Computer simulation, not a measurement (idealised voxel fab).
Presented below is a process module, voxel capacitor over wiring.
Section cut is 140 nm wide and gridded with 5 nm square cells.
Cross-section spec: square-cell grid; bands listed top down; each band is one or more rows. Heights first: top, then bottom, in nm. Then materials, left to right, each with a width in nm. "throughout" on a single material: fills the band edge to edge. "air": empty space. Heights are reckoned from 0. Under this level, the received wafer is all of one material. The bottommost band is open-ended downward, for example "0 and below". A width given as "30 to 40" starts at the first number in the band's top row and ends at the second number in its bottom row, shifting by an equal amount at every step from row to row. A step reported as "no alterations made" is a step in which no cell of the cross-section changed. Entry "Closed void listing" = empty spaces >= 8 cells with no open way to the top; each as width x height at distance, distance from left edge, all nm. Heads up: the bit after the settings on a step's line is the simulator's remark on that step. The optional step-line setting "overlay nm" applies to steps with a mask and quantifies how far to the right of its planned location the mask lay, a negative value indicating leftward placement.

The process steps that were planned are listed below:
step 1: RECEIVE,material Si
step 2: CONFORMAL_DEP,material SiO2,thk nm 10
step 3: CONFORMAL_DEP,material SiN,thk nm 5
step 4: DIRECTIONAL_DEP,material lowk,thk nm 20
step 5: MASKED_ETCH,tone open,mask id METAL_1,width nm 20,pitch nm 85,etch materials lowk,depth nm 20,overlay nm 0
step 6: MASKED_ETCH,tone open,mask id METAL_1,width nm 20,pitch nm 85,etch materials SiN,depth nm 5,overlay nm 0
step 7: CONFORMAL_DEP,material TiN,thk nm 5
step 8: FILL_DEP,material Ru,thk nm 10
step 9: CMP,height nm 35
step 10: CONFORMAL_DEP,material SiCN,thk nm 5
step 11: DIRECTIONAL_DEP,material SiO2,thk nm 10
step 12: MASKED_ETCH,tone open,mask id PLUG_1,width nm 15,etch materials SiO2,depth nm 10,overlay nm 0
step 13: MASKED_ETCH,tone open,mask id PLUG_1,width nm 15,etch materials SiCN,depth nm 5,overlay nm 0
step 14: EPI,material Ru,thk nm 10
step 15: EPI,material Ru,thk nm 5
step 16: DIRECTIONAL_DEP,material TiN,thk nm 5
step 17: DIRECTIONAL_DEP,material SiN,thk nm 5
step 18: DIRECTIONAL_DEP,material TiN,thk nm 10
step 19: DIRECTIONAL_DEP,material aC,thk nm 10
step 20: PATTERN,tone cover,mask id UPPER_PLATE,material resist,width nm 70,thk nm 30,overlay nm 0
step 21: DIRECTIONAL_ETCH,etch materials aC,depth nm 10
step 22: STRIP,etch materials resist
step 23: DIRECTIONAL_ETCH,etch materials TiN,depth nm 10
step 24: DIRECTIONAL_ETCH,etch materials SiN,depth nm 5
step 25: STRIP,etch materials aC
step 26: DIRECTIONAL_DEP,material aC,thk nm 15
step 27: PATTERN,tone cover,mask id LOWER_PLATE,material resist,width nm 80,thk nm 35,overlay nm 0
step 28: DIRECTIONAL_ETCH,etch materials aC,depth nm 15
step 29: STRIP,etch materials resist
step 30: DIRECTIONAL_ETCH,etch materials TiN,depth nm 5
step 31: STRIP,etch materials aC
step 32: FILL_DEP,material SiO2,thk nm 15
step 33: CMP,height nm 80
step 34: PATTERN,tone open,mask id PLUG_2,material resist,width nm 15,thk nm 15,overlay nm 0
step 35: DIRECTIONAL_ETCH,etch materials SiO2,depth nm 10
step 36: STRIP,etch materials resist
step 37: CONFORMAL_DEP,material TiN,thk nm 5
step 38: FILL_DEP,material Cu,thk nm 10
step 39: CMP,height nm 80
step 40: CONFORMAL_DEP,material SiN,thk nm 5

Run as planned: first of two wafers:

Cross-section of the incoming wafer, state after step 1:
0 and below = Si throughout
Closed void listing: none

State of the wafer after step 2, shown in cross-section:
10 down to 0 = SiO2 throughout
Note: structure below 0 unchanged.

State of the wafer after step 3, shown in cross-section:
15 down to 10 = SiN throughout
Note: structure below 10 unchanged.

State of the wafer after step 4, shown in cross-section:
35 down to 15 = lowk throughout
Note: structure below 15 unchanged.

State of the wafer after step 5, shown in cross-section:
35 down to 15 = 15 nm lowk / 20 nm air / 65 nm lowk / 20 nm air / 20 nm lowk
Note: structure below 15 unchanged.

State of the wafer after step 6, shown in cross-section:
35 down to 15 = 15 nm lowk / 20 nm air / 65 nm lowk / 20 nm air / 20 nm lowk
15 down to 10 = 15 nm SiN / 20 nm air / 65 nm SiN / 20 nm air / 20 nm SiN
Note: structure below 10 unchanged.

State of the wafer after step 7, shown in cross-section:
40 down to 35 = 20 nm TiN / 10 nm air / 75 nm TiN / 10 nm air / 25 nm TiN
35 down to 15 = 15 nm lowk / 5 nm TiN / 10 nm air / 5 nm TiN / 65 nm lowk / 5 nm TiN / 10 nm air / 5 nm TiN / 20 nm lowk
15 down to 10 = 15 nm SiN / 20 nm TiN / 65 nm SiN / 20 nm TiN / 20 nm SiN
Note: structure below 10 unchanged.

State of the wafer after step 8, shown in cross-section:
50 down to 40 = Ru throughout
40 down to 35 = 20 nm TiN / 10 nm Ru / 75 nm TiN / 10 nm Ru / 25 nm TiN
35 down to 15 = 15 nm lowk / 5 nm TiN / 10 nm Ru / 5 nm TiN / 65 nm lowk / 5 nm TiN / 10 nm Ru / 5 nm TiN / 20 nm lowk
Note: structure below 15 unchanged.

State of the wafer after step 9, shown in cross-section:
35 down to 15 = 15 nm lowk / 5 nm TiN / 10 nm Ru / 5 nm TiN / 65 nm lowk / 5 nm TiN / 10 nm Ru / 5 nm TiN / 20 nm lowk
Note: structure below 15 unchanged.

State of the wafer after step 10, shown in cross-section:
40 down to 35 = SiCN throughout
Note: structure below 35 unchanged.

State of the wafer after step 11, shown in cross-section:
50 down to 40 = SiO2 throughout
Note: structure below 40 unchanged.

State of the wafer after step 12, shown in cross-section:
50 down to 40 = 20 nm SiO2 / 15 nm air / 105 nm SiO2
Note: structure below 40 unchanged.

State of the wafer after step 13, shown in cross-section:
50 down to 40 = 20 nm SiO2 / 15 nm air / 105 nm SiO2
40 down to 35 = 20 nm SiCN / 15 nm air / 105 nm SiCN
Note: structure below 35 unchanged.

State of the wafer after step 14, shown in cross-section:
50 down to 45 = 20 nm SiO2 / 15 nm air / 105 nm SiO2
45 down to 40 = 20 nm SiO2 / 15 nm Ru / 105 nm SiO2
40 down to 35 = 20 nm SiCN / 15 nm Ru / 105 nm SiCN
Note: structure below 35 unchanged.

State of the wafer after step 15, shown in cross-section:
50 down to 40 = 20 nm SiO2 / 15 nm Ru / 105 nm SiO2
Note: structure below 40 unchanged.

State of the wafer after step 16, shown in cross-section:
55 down to 50 = TiN throughout
Note: structure below 50 unchanged.

State of the wafer after step 17, shown in cross-section:
60 down to 55 = SiN throughout
Note: structure below 55 unchanged.

State of the wafer after step 18, shown in cross-section:
70 down to 60 = TiN throughout
Note: structure below 60 unchanged.

State of the wafer after step 19, shown in cross-section:
80 down to 70 = aC throughout
Note: structure below 70 unchanged.

State of the wafer after step 20, shown in cross-section:
110 down to 80 = 20 nm air / 70 nm resist / 50 nm air
Note: structure below 80 unchanged.

State of the wafer after step 21, shown in cross-section:
100 down to 80 = 20 nm air / 70 nm resist / 50 nm air
80 down to 70 = 20 nm air / 70 nm aC / 50 nm air
Note: structure below 70 unchanged.

State of the wafer after step 22, shown in cross-section:
80 down to 70 = 20 nm air / 70 nm aC / 50 nm air
Note: structure below 70 unchanged.

State of the wafer after step 23, shown in cross-section:
80 down to 70 = 20 nm air / 70 nm aC / 50 nm air
70 down to 60 = 20 nm air / 70 nm TiN / 50 nm air
Note: structure below 60 unchanged.

State of the wafer after step 24, shown in cross-section:
80 down to 70 = 20 nm air / 70 nm aC / 50 nm air
70 down to 60 = 20 nm air / 70 nm TiN / 50 nm air
60 down to 55 = 20 nm air / 70 nm SiN / 50 nm air
Note: structure below 55 unchanged.

State of the wafer after step 25, shown in cross-section:
70 down to 60 = 20 nm air / 70 nm TiN / 50 nm air
Note: structure below 60 unchanged.

State of the wafer after step 26, shown in cross-section:
85 down to 70 = 20 nm air / 70 nm aC / 50 nm air
70 down to 60 = 20 nm aC / 70 nm TiN / 50 nm aC
60 down to 55 = 20 nm aC / 70 nm SiN / 50 nm aC
Note: structure below 55 unchanged.

State of the wafer after step 27, shown in cross-section:
120 down to 85 = 15 nm air / 80 nm resist / 45 nm air
85 down to 70 = 15 nm air / 5 nm resist / 70 nm aC / 5 nm resist / 45 nm air
Note: structure below 70 unchanged.

State of the wafer after step 28, shown in cross-section:
105 down to 85 = 15 nm air / 80 nm resist / 45 nm air
85 down to 70 = 15 nm air / 5 nm resist / 70 nm aC / 5 nm resist / 45 nm air
70 down to 60 = 15 nm air / 5 nm aC / 70 nm TiN / 5 nm aC / 45 nm air
60 down to 55 = 15 nm air / 5 nm aC / 70 nm SiN / 5 nm aC / 45 nm air
Note: structure below 55 unchanged.

State of the wafer after step 29, shown in cross-section:
85 down to 70 = 20 nm air / 70 nm aC / 50 nm air
Note: structure below 70 unchanged.

State of the wafer after step 30, shown in cross-section:
85 down to 70 = 20 nm air / 70 nm aC / 50 nm air
70 down to 60 = 15 nm air / 5 nm aC / 70 nm TiN / 5 nm aC / 45 nm air
60 down to 55 = 15 nm air / 5 nm aC / 70 nm SiN / 5 nm aC / 45 nm air
55 down to 50 = 15 nm air / 80 nm TiN / 45 nm air
Note: structure below 50 unchanged.

State of the wafer after step 31, shown in cross-section:
70 down to 60 = 20 nm air / 70 nm TiN / 50 nm air
60 down to 55 = 20 nm air / 70 nm SiN / 50 nm air
Note: structure below 55 unchanged.

State of the wafer after step 32, shown in cross-section:
85 down to 70 = SiO2 throughout
70 down to 60 = 20 nm SiO2 / 70 nm TiN / 50 nm SiO2
60 down to 55 = 20 nm SiO2 / 70 nm SiN / 50 nm SiO2
55 down to 50 = 15 nm SiO2 / 80 nm TiN / 45 nm SiO2
Note: structure below 50 unchanged.

State of the wafer after step 33, shown in cross-section:
80 down to 70 = SiO2 throughout
Note: structure below 70 unchanged.

State of the wafer after step 34, shown in cross-section:
95 down to 80 = 30 nm resist / 15 nm air / 95 nm resist
Note: structure below 80 unchanged.

State of the wafer after step 35, shown in cross-section:
95 down to 80 = 30 nm resist / 15 nm air / 95 nm resist
80 down to 70 = 30 nm SiO2 / 15 nm air / 95 nm SiO2
Note: structure below 70 unchanged.

State of the wafer after step 36, shown in cross-section:
80 down to 70 = 30 nm SiO2 / 15 nm air / 95 nm SiO2
Note: structure below 70 unchanged.

State of the wafer after step 37, shown in cross-section:
85 down to 80 = 35 nm TiN / 5 nm air / 100 nm TiN
80 down to 75 = 30 nm SiO2 / 5 nm TiN / 5 nm air / 5 nm TiN / 95 nm SiO2
75 down to 70 = 30 nm SiO2 / 15 nm TiN / 95 nm SiO2
Note: structure below 70 unchanged.

State of the wafer after step 38, shown in cross-section:
95 down to 85 = Cu throughout
85 down to 80 = 35 nm TiN / 5 nm Cu / 100 nm TiN
80 down to 75 = 30 nm SiO2 / 5 nm TiN / 5 nm Cu / 5 nm TiN / 95 nm SiO2
Note: structure below 75 unchanged.

State of the wafer after step 39, shown in cross-section:
80 down to 75 = 30 nm SiO2 / 5 nm TiN / 5 nm Cu / 5 nm TiN / 95 nm SiO2
Note: structure below 75 unchanged.

State of the wafer after step 40, shown in cross-section:
85 down to 80 = SiN throughout
Note: structure below 80 unchanged.

Second wafer, same starting state and plan as the first, one mistake in the run, identical through step 13:

Second wafer: cross-section at the scheduled end of step 14:
55 down to 50 = 15 nm air / 25 nm Ru / 100 nm air
50 down to 40 = 20 nm SiO2 / 15 nm Ru / 105 nm SiO2
40 down to 35 = 20 nm SiCN / 15 nm Ru / 105 nm SiCN
Note: structure below 35 unchanged.

Second wafer: cross-section at the scheduled end of step 15:
60 down to 50 = 10 nm air / 35 nm Ru / 95 nm air
Note: structure below 50 unchanged.

Second wafer: cross-section at the scheduled end of step 16:
65 down to 60 = 10 nm air / 35 nm TiN / 95 nm air
60 down to 55 = 10 nm air / 35 nm Ru / 95 nm air
55 down to 50 = 10 nm TiN / 35 nm Ru / 95 nm TiN
Note: structure below 50 unchanged.

Second wafer: cross-section at the scheduled end of step 17:
70 down to 65 = 10 nm air / 35 nm SiN / 95 nm air
65 down to 60 = 10 nm air / 35 nm TiN / 95 nm air
60 down to 55 = 10 nm SiN / 35 nm Ru / 95 nm SiN
Note: structure below 55 unchanged.

Second wafer: cross-section at the scheduled end of step 18:
80 down to 70 = 10 nm air / 35 nm TiN / 95 nm air
70 down to 65 = 10 nm TiN / 35 nm SiN / 95 nm TiN
65 down to 60 = TiN throughout
Note: structure below 60 unchanged.

Second wafer: cross-section at the scheduled end of step 19:
90 down to 80 = 10 nm air / 35 nm aC / 95 nm air
80 down to 70 = 10 nm aC / 35 nm TiN / 95 nm aC
Note: structure below 70 unchanged.

Second wafer: cross-section at the scheduled end of step 20:
120 down to 90 = 20 nm air / 70 nm resist / 50 nm air
90 down to 80 = 10 nm air / 35 nm aC / 45 nm resist / 50 nm air
Note: structure below 80 unchanged.

Second wafer: cross-section at the scheduled end of step 21:
110 down to 90 = 20 nm air / 70 nm resist / 50 nm air
90 down to 80 = 20 nm air / 25 nm aC / 45 nm resist / 50 nm air
80 down to 70 = 10 nm air / 35 nm TiN / 45 nm aC / 50 nm air
Note: structure below 70 unchanged.

Second wafer: cross-section at the scheduled end of step 22:
90 down to 80 = 20 nm air / 25 nm aC / 95 nm air
Note: structure below 80 unchanged.

Second wafer: cross-section at the scheduled end of step 23:
90 down to 80 = 20 nm air / 25 nm aC / 95 nm air
80 down to 70 = 20 nm air / 25 nm TiN / 45 nm aC / 50 nm air
70 down to 65 = 10 nm air / 35 nm SiN / 45 nm TiN / 50 nm air
65 down to 60 = 10 nm air / 80 nm TiN / 50 nm air
Note: structure below 60 unchanged.

Second wafer: cross-section at the scheduled end of step 24:
90 down to 80 = 20 nm air / 25 nm aC / 95 nm air
80 down to 70 = 20 nm air / 25 nm TiN / 45 nm aC / 50 nm air
70 down to 65 = 20 nm air / 25 nm SiN / 45 nm TiN / 50 nm air
65 down to 60 = 10 nm air / 80 nm TiN / 50 nm air
60 down to 55 = 10 nm air / 35 nm Ru / 45 nm SiN / 50 nm air
Note: structure below 55 unchanged.

Second wafer: cross-section at the scheduled end of step 25:
80 down to 70 = 20 nm air / 25 nm TiN / 95 nm air
Note: structure below 70 unchanged.

Second wafer: cross-section at the scheduled end of step 26:
95 down to 85 = 20 nm air / 25 nm aC / 95 nm air
85 down to 80 = 20 nm air / 70 nm aC / 50 nm air
80 down to 70 = 10 nm air / 10 nm aC / 25 nm TiN / 45 nm aC / 50 nm air
70 down to 65 = 20 nm aC / 25 nm SiN / 45 nm TiN / 50 nm aC
65 down to 60 = 10 nm aC / 80 nm TiN / 50 nm aC
60 down to 55 = 10 nm aC / 35 nm Ru / 45 nm SiN / 50 nm aC
Note: structure below 55 unchanged.

Second wafer: cross-section at the scheduled end of step 27:
130 down to 95 = 15 nm air / 80 nm resist / 45 nm air
95 down to 85 = 15 nm air / 5 nm resist / 25 nm aC / 50 nm resist / 45 nm air
85 down to 80 = 15 nm air / 5 nm resist / 70 nm aC / 5 nm resist / 45 nm air
80 down to 70 = 10 nm air / 10 nm aC / 25 nm TiN / 45 nm aC / 5 nm resist / 45 nm air
Note: structure below 70 unchanged.

Second wafer: cross-section at the scheduled end of step 28:
115 down to 95 = 15 nm air / 80 nm resist / 45 nm air
95 down to 85 = 15 nm air / 5 nm resist / 25 nm aC / 50 nm resist / 45 nm air
85 down to 80 = 15 nm air / 5 nm resist / 70 nm aC / 5 nm resist / 45 nm air
80 down to 70 = 15 nm air / 5 nm aC / 25 nm TiN / 45 nm aC / 5 nm resist / 45 nm air
70 down to 65 = 15 nm air / 5 nm aC / 25 nm SiN / 45 nm TiN / 5 nm aC / 45 nm air
65 down to 60 = 10 nm air / 80 nm TiN / 5 nm aC / 45 nm air
60 down to 55 = 10 nm air / 35 nm Ru / 45 nm SiN / 5 nm aC / 45 nm air
Note: structure below 55 unchanged.

Second wafer: cross-section at the scheduled end of step 29:
95 down to 85 = 20 nm air / 25 nm aC / 95 nm air
85 down to 80 = 20 nm air / 70 nm aC / 50 nm air
80 down to 70 = 15 nm air / 5 nm aC / 25 nm TiN / 45 nm aC / 50 nm air
Note: structure below 70 unchanged.

Second wafer: cross-section at the scheduled end of step 30:
95 down to 85 = 20 nm air / 25 nm aC / 95 nm air
85 down to 80 = 20 nm air / 70 nm aC / 50 nm air
80 down to 70 = 15 nm air / 5 nm aC / 25 nm TiN / 45 nm aC / 50 nm air
70 down to 65 = 15 nm air / 5 nm aC / 25 nm SiN / 45 nm TiN / 5 nm aC / 45 nm air
65 down to 60 = 15 nm air / 75 nm TiN / 5 nm aC / 45 nm air
60 down to 55 = 10 nm air / 35 nm Ru / 45 nm SiN / 5 nm aC / 45 nm air
55 down to 50 = 10 nm air / 35 nm Ru / 50 nm TiN / 45 nm air
Note: structure below 50 unchanged.

Second wafer: cross-section at the scheduled end of step 31:
80 down to 70 = 20 nm air / 25 nm TiN / 95 nm air
70 down to 65 = 20 nm air / 25 nm SiN / 45 nm TiN / 50 nm air
65 down to 60 = 15 nm air / 75 nm TiN / 50 nm air
60 down to 55 = 10 nm air / 35 nm Ru / 45 nm SiN / 50 nm air
Note: structure below 55 unchanged.

Second wafer: cross-section at the scheduled end of step 32:
95 down to 80 = SiO2 throughout
80 down to 70 = 20 nm SiO2 / 25 nm TiN / 95 nm SiO2
70 down to 65 = 20 nm SiO2 / 25 nm SiN / 45 nm TiN / 50 nm SiO2
65 down to 60 = 15 nm SiO2 / 75 nm TiN / 50 nm SiO2
60 down to 55 = 10 nm SiO2 / 35 nm Ru / 45 nm SiN / 50 nm SiO2
55 down to 50 = 10 nm SiO2 / 35 nm Ru / 50 nm TiN / 45 nm SiO2
Note: structure below 50 unchanged.

Second wafer: cross-section at the scheduled end of step 33:
80 down to 70 = 20 nm SiO2 / 25 nm TiN / 95 nm SiO2
Note: structure below 70 unchanged.

Second wafer: cross-section at the scheduled end of step 34:
95 down to 80 = 30 nm resist / 15 nm air / 95 nm resist
Note: structure below 80 unchanged.

Second wafer: cross-section at the scheduled end of step 35: no alterations made

Second wafer: cross-section at the scheduled end of step 36:
80 down to 70 = 20 nm SiO2 / 25 nm TiN / 95 nm SiO2
Note: structure below 70 unchanged.

Second wafer: cross-section at the scheduled end of step 37:
85 down to 80 = TiN throughout
Note: structure below 80 unchanged.

Second wafer: cross-section at the scheduled end of step 38:
95 down to 85 = Cu throughout
Note: structure below 85 unchanged.

Second wafer: cross-section at the scheduled end of step 39:
80 down to 70 = 20 nm SiO2 / 25 nm TiN / 95 nm SiO2
Note: structure below 70 unchanged.

Second wafer: cross-section at the scheduled end of step 40:
85 down to 80 = SiN throughout
Note: structure below 80 unchanged.
Nonconformance to the process plan: the plan had its step 14 run twice
Materials where the second wafer ends with more or fewer cells than the first: Cu -1, Ru +14, SiO2 -8, TiN -5
